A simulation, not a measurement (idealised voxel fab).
process module | voxel wiring stack
cross-section cut | 300 nm wide | cells 5 nm
A cross-section is a grid of square cells, given in bands from the top down. A band is one or more rows of cells.
Each band's line starts with the height of the band's top and of its bottom, in nm. Then come its materials from left to right, each with its width in nm. One material with "throughout" fills the band from edge to edge. "air" is empty space.
Height 0 is the level under which the wafer as received is all one material. The lowest band goes on downwards, as in "0 down".
A width such as "30 to 40" changes by the same amount from each row of cells to the next, from the band's top row to its bottom row.
"no change" after a step means that no cell of the cross-section changed.
closed voids: empty space of 8 cells or more with no open way to the top, each as width x height at its distance from the left edge, in nm
after a step's settings: what the simulator itself notes on the step
overlay nm, on a step with a mask: how far to the right of its planned place the mask lay; to the left if negative
plan
1 op RECEIVE | material Si
2 op CONFORMAL_DEP | material SiO2 | thk nm 15
3 op CONFORMAL_DEP | material SiCN | thk nm 5
4 op DIRECTIONAL_DEP | material lowk | thk nm 15
5 op DIRECTIONAL_DEP | material aC | thk nm 10
6 op PATTERN | tone open | mask id METAL_1 | material resist | width nm 25 | pitch nm 40 | thk nm 30 | overlay nm 0
7 op DIRECTIONAL_ETCH | etch materials aC | depth nm 10
8 op STRIP | etch materials resist
9 op DIRECTIONAL_ETCH | etch materials lowk | depth nm 15
10 op DIRECTIONAL_ETCH | etch materials SiCN | depth nm 5
11 op STRIP | etch materials aC
12 op CONFORMAL_DEP | material TiN | thk nm 5
13 op FILL_DEP | material Ru | thk nm 10
14 op CMP | height nm 35
15 op EPI | material Ru | thk nm 5
16 op FILL_DEP | material SiCN | thk nm 5
17 op DIRECTIONAL_DEP | material lowk | thk nm 15
18 op DIRECTIONAL_DEP | material aC | thk nm 10
19 op PATTERN | tone open | mask id PLUG_1 | material resist | width nm 15 | pitch nm 40 | thk nm 25 | overlay nm 0
20 op DIRECTIONAL_ETCH | etch materials aC | depth nm 10
21 op STRIP | etch materials resist
22 op DIRECTIONAL_ETCH | etch materials lowk | depth nm 15
23 op DIRECTIONAL_ETCH | etch materials SiCN | depth nm 5
24 op STRIP | etch materials aC
25 op EPI | material Ru | thk nm 10
26 op EPI | material Ru | thk nm 10
27 op DIRECTIONAL_DEP | material TiN | thk nm 5
28 op DIRECTIONAL_DEP | material W | thk nm 20
29 op PATTERN | tone cover | mask id METAL_2 | material resist | width nm 25 | pitch nm 40 | thk nm 15 | overlay nm 0
30 op DIRECTIONAL_ETCH | etch materials W | depth nm 20
31 op DIRECTIONAL_ETCH | etch materials TiN | depth nm 5
32 op STRIP | etch materials resist
33 op FILL_DEP | material SiO2 | thk nm 5
34 op CMP | height nm 85
35 op CONFORMAL_DEP | material SiCN | thk nm 5
36 op DIRECTIONAL_DEP | material SiO2 | thk nm 35
37 op DIRECTIONAL_DEP | material aC | thk nm 15
38 op PATTERN | tone open | mask id METAL_3 | material resist | width nm 25 | pitch nm 40 | thk nm 35 | overlay nm 0
39 op DIRECTIONAL_ETCH | etch materials aC | depth nm 15
40 op STRIP | etch materials resist
41 op DIRECTIONAL_ETCH | etch materials SiO2 | depth nm 20
42 op STRIP | etch materials aC
43 op PATTERN | tone open | mask id METAL_3_HOLES | material resist | width nm 15 | thk nm 15 | overlay nm 0
44 op DIRECTIONAL_ETCH | etch materials SiO2 | depth nm 15
45 op DIRECTIONAL_ETCH | etch materials SiCN | depth nm 5
46 op STRIP | etch materials resist
47 op CONFORMAL_DEP | material TiN | thk nm 5
48 op FILL_DEP | material Ru | thk nm 10
49 op CMP | height nm 125
50 op CONFORMAL_DEP | material SiCN | thk nm 5
51 op DIRECTIONAL_DEP | material lowk | thk nm 25
52 op PATTERN | tone open | mask id METAL_4_HOLES | material resist | width nm 15 | pitch nm 40 | thk nm 20 | overlay nm 0
53 op DIRECTIONAL_ETCH | etch materials lowk | depth nm 25
54 op STRIP | etch materials resist
55 op PATTERN | tone open | mask id METAL_4 | material resist | width nm 25 | pitch nm 40 | thk nm 20 | overlay nm 0
56 op DIRECTIONAL_ETCH | etch materials lowk | depth nm 15
57 op DIRECTIONAL_ETCH | etch materials SiCN | depth nm 5
58 op STRIP | etch materials resist
59 op CONFORMAL_DEP | material TiN | thk nm 5
60 op FILL_DEP | material Cu | thk nm 5
61 op CMP | height nm 155
62 op CONFORMAL_DEP | material SiCN | thk nm 5
varied across the wafers: thk nm of step 3. The plan shows the first wafer's value. All wafers start alike
first wafer as received, after step 1
  0 down: Si throughout
  closed voids: none
first wafer at the end, after step 62
  160 to 155: SiCN throughout
  155 to 145: lowk 115 | TiN 5 | Cu 15 | TiN 5 | lowk 15 | TiN 5 | Cu 15 | TiN 5 | lowk 120
  145 to 140: lowk 115 | TiN 5 | Cu 5 | TiN 15 | lowk 15 | TiN 5 | Cu 5 | TiN 15 | lowk 120
  140 to 130: lowk 115 | TiN 5 | Cu 5 | TiN 5 | lowk 25 | TiN 5 | Cu 5 | TiN 5 | lowk 130
  130 to 125: SiCN 115 | TiN 15 | SiCN 25 | TiN 15 | SiCN 130
  125 to 110: SiO2 115 | TiN 5 | Ru 15 | TiN 5 | SiO2 15 | TiN 5 | Ru 15 | TiN 5 | SiO2 120
  110 to 105: SiO2 115 | TiN 5 | Ru 5 | TiN 15 | SiO2 15 | TiN 25 | SiO2 120
  105 to 90: SiO2 115 | TiN 5 | Ru 5 | TiN 5 | SiO2 170
  90 to 85: SiCN 115 | TiN 15 | SiCN 170
  85 to 65: SiO2 115 | W 25 | SiO2 15 | W 25 | SiO2 120
  65 to 60: SiO2 115 | TiN 25 | SiO2 15 | TiN 25 | SiO2 120
  60 to 45: lowk 115 | Ru 15 | lowk 25 | Ru 15 | lowk 130
  45 to 35: SiCN 115 to 110 | Ru 15 to 35 | SiCN 25 to 5 | Ru 15 to 35 | SiCN 130 to 115
  35 to 20: lowk 115 | TiN 5 | Ru 15 | TiN 5 | lowk 15 | TiN 5 | Ru 15 | TiN 5 | lowk 120
  20 to 15: SiCN 115 | TiN 25 | SiCN 15 | TiN 25 | SiCN 120
  15 to 0: SiO2 throughout
  0 down: Si throughout
  closed voids: none
last wafer at the end
  160 to 155: SiCN throughout
  155 to 145: lowk 115 | TiN 5 | Cu 15 | TiN 5 | lowk 15 | TiN 5 | Cu 15 | TiN 5 | lowk 120
  145 to 140: lowk 115 | TiN 5 | Cu 5 | TiN 15 | lowk 15 | TiN 5 | Cu 5 | TiN 15 | lowk 120
  140 to 130: lowk 115 | TiN 5 | Cu 5 | TiN 5 | lowk 25 | TiN 5 | Cu 5 | TiN 5 | lowk 130
  130 to 125: SiCN 115 | TiN 15 | SiCN 25 | TiN 15 | SiCN 130
  125 to 110: SiO2 115 | TiN 5 | Ru 15 | TiN 5 | SiO2 15 | TiN 5 | Ru 15 | TiN 5 | SiO2 120
  110 to 105: SiO2 115 | TiN 5 | Ru 5 | TiN 15 | SiO2 15 | TiN 25 | SiO2 120
  105 to 90: SiO2 115 | TiN 5 | Ru 5 | TiN 5 | SiO2 170
  90 to 85: SiCN 115 | TiN 15 | SiCN 170
  85 to 65: SiO2 115 | W 25 | SiO2 15 | W 25 | SiO2 120
  65 to 60: SiO2 115 | TiN 25 | SiO2 15 | TiN 25 | SiO2 120
  60 to 45: lowk 115 | Ru 15 | lowk 25 | Ru 15 | lowk 130
  45 to 35: SiCN 115 to 110 | Ru 15 to 35 | SiCN 25 to 5 | Ru 15 to 35 | SiCN 130 to 115
  35 to 30: SiCN 115 | TiN 25 | SiCN 15 | TiN 25 | SiCN 120
  30 to 15: SiCN throughout
  15 to 0: SiO2 throughout
  0 down: Si throughout
  closed voids: none
each wafer at the end: cells of each material gained (+) or lost (-) since it was received, then its closed voids
thk nm 5 | +18 Cu | +78 Ru | +321 SiCN | +801 SiO2 | +92 TiN | +40 W | +570 lowk | closed voids: none
thk nm 10 | +18 Cu | +72 Ru | +381 SiCN | +801 SiO2 | +88 TiN | +40 W | +520 lowk | closed voids: none
thk nm 15 | +18 Cu | +66 Ru | +441 SiCN | +801 SiO2 | +84 TiN | +40 W | +470 lowk | closed voids: none
thk nm 20 | +18 Cu | +60 Ru | +501 SiCN | +801 SiO2 | +80 TiN | +40 W | +420 lowk | closed voids: none
